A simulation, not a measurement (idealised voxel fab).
process module | voxel tone inversion
cross-section cut | 160 nm wide | cells 5 nm
A cross-section is a grid of square cells, given in bands from the top down. A band is one or more rows of cells.
Each band's line starts with the height of the band's top and of its bottom, in nm. Then come its materials from left to right, each with its width in nm. One material with "throughout" fills the band from edge to edge. "air" is empty space.
Height 0 is the level under which the wafer as received is all one material. The lowest band goes on downwards, as in "0 down".
A width such as "30 to 40" changes by the same amount from each row of cells to the next, from the band's top row to its bottom row.
"no change" after a step means that no cell of the cross-section changed.
closed voids: empty space of 8 cells or more with no open way to the top, each as width x height at its distance from the left edge, in nm
after a step's settings: what the simulator itself notes on the step
overlay nm, on a step with a mask: how far to the right of its planned place the mask lay; to the left if negative
plan
1 op RECEIVE | material Si
2 op CONFORMAL_DEP | material SiCN | thk nm 5
3 op DIRECTIONAL_DEP | material polySi | thk nm 25
4 op PATTERN | tone cover | mask id POSTS | material resist | width nm 15 | pitch nm 50 | thk nm 35 | overlay nm 0
5 op DIRECTIONAL_ETCH | etch materials polySi | depth nm 25
6 op STRIP | etch materials resist
7 op FILL_DEP | material SiO2 | thk nm 10
8 op CMP | height nm 30
9 op STRIP | etch materials polySi
varied across the wafers: width nm of step 4. The plan shows the first wafer's value. All wafers start alike
first wafer as received, after step 1
  0 down: Si throughout
  closed voids: none
first wafer at the end, after step 9
  30 to 5: SiO2 45 | air 15 | SiO2 35 | air 15 | SiO2 50
  5 to 0: SiCN throughout
  0 down: Si throughout
  closed voids: none
last wafer at the end
  30 to 5: SiO2 35 | air 35 | SiO2 15 | air 35 | SiO2 40
  5 to 0: SiCN throughout
  0 down: Si throughout
  closed voids: none
each wafer at the end: cells of each material gained (+) or lost (-) since it was received, then its closed voids
width nm 15 | +32 SiCN | +130 SiO2 | closed voids: none
width nm 20 | +32 SiCN | +120 SiO2 | closed voids: none
width nm 25 | +32 SiCN | +110 SiO2 | closed voids: none
width nm 30 | +32 SiCN | +100 SiO2 | closed voids: none
width nm 35 | +32 SiCN | +90 SiO2 | closed voids: none
